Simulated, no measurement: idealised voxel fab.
The name of this process module is voxel ribs on slabs.
Shown is cross-section cut, with a width of 235 nm and square cells of size 5 nm.
Cross-section format: a grid of square cells, given as bands from top to bottom; each band is one or more rows of cells.
Within each band entry, the heights of the top and of the bottom of the band appear first, in that order and in nm; the materials of the band then follow from left to right, each with its corresponding width in nm. The designation "everywhere" on a single material indicates that it fills the band from edge to edge; the designation "blank" indicates empty space.
Ref level 0: as-received wafer is one material below here. Bottom band extends down with no lower bound ("z 0 and below").
So if you see something like "30..40" for the width, read it as the top row of the band sitting at the first number and the bottom row at the second, with every row in between moving by the same amount as the last.
Key: "nothing altered" - step with no changed cell in the cross-section.
"Non-vented voids" specifies each empty space that is not open to the top and that occupies no fewer than 8 cells, using the form width x height at distance, the distance measured from the left edge and all three quantities in nm.
Note: text after step settings on the step line = simulator remark on that step.
You can add "overlay nm" to a step's line. For a step with a mask, it describes how far the mask lay to the right of its planned position, and a negative number describes a lay to the left.

**So here's the lineup of process steps we planned**
- 1: RECEIVE | material Si
- 2: DIRECTIONAL_DEP | material SiO2 | thk nm 30
- 3: DIRECTIONAL_DEP | material SiN | thk nm 20
- 4: PATTERN | tone cover | mask id RIB | material resist | width nm 20 | thk nm 20 | overlay nm 0
- 5: DIRECTIONAL_ETCH | etch materials SiN | depth nm 10
- 6: STRIP | etch materials resist
- 7: PATTERN | tone cover | mask id SLAB | material resist | width nm 50 | thk nm 20 | overlay nm 0
- 8: DIRECTIONAL_ETCH | etch materials SiN | depth nm 10
- 9: STRIP | etch materials resist
- 10: FILL_DEP | material SiO2 | thk nm 15
- 11: CMP | height nm 60
- 12: DIRECTIONAL_DEP | material TiN | thk nm 10
- 13: DIRECTIONAL_DEP | material aC | thk nm 10
- 14: PATTERN | tone cover | mask id HEATER | material resist | width nm 30 | thk nm 30 | overlay nm 0
- 15: DIRECTIONAL_ETCH | etch materials aC | depth nm 10
- 16: STRIP | etch materials resist
- 17: DIRECTIONAL_ETCH | etch materials TiN | depth nm 10
- 18: STRIP | etch materials aC
- 19: CONFORMAL_DEP | material SiN | thk nm 5

**Wafer at receipt (post step 1), cross-section**
> z 0 and below: Si everywhere
> Non-vented voids: none

**first wafer at the end, as planned**
> z 75 to 70: blank 95 nm, SiN 40 nm, blank 100 nm
> z 70 to 65: blank 95 nm, SiN 5 nm, TiN 30 nm, SiN 5 nm, blank 100 nm
> z 65 to 60: SiN 100 nm, TiN 30 nm, SiN 105 nm
> z 60 to 50: SiO2 everywhere
> z 50 to 40: SiO2 105 nm, SiN 20 nm, SiO2 110 nm
> z 40 to 30: SiO2 90 nm, SiN 50 nm, SiO2 95 nm
> z 30 to 0: SiO2 everywhere
> z 0 and below: Si everywhere
> Non-vented voids: none

**Second wafer cross-section at end of module - shared start and plan with the first, one mistake in the run**
> z 75 to 70: blank 95 nm, SiN 40 nm, blank 100 nm
> z 70 to 65: blank 95 nm, SiN 5 nm, TiN 30 nm, SiN 5 nm, blank 100 nm
> z 65 to 60: SiN 100 nm, TiN 30 nm, SiN 105 nm
> z 60 to 20: SiO2 everywhere
> z 20 to 0: SiN everywhere
> z 0 and below: Si everywhere
> Non-vented voids: none
Plan not followed: swap of plan steps 2 and 3 during execution
The closing comparison, in cells, has the second wafer with more or fewer of some materials than the first: 160 more of SiN; 160 fewer of SiO2
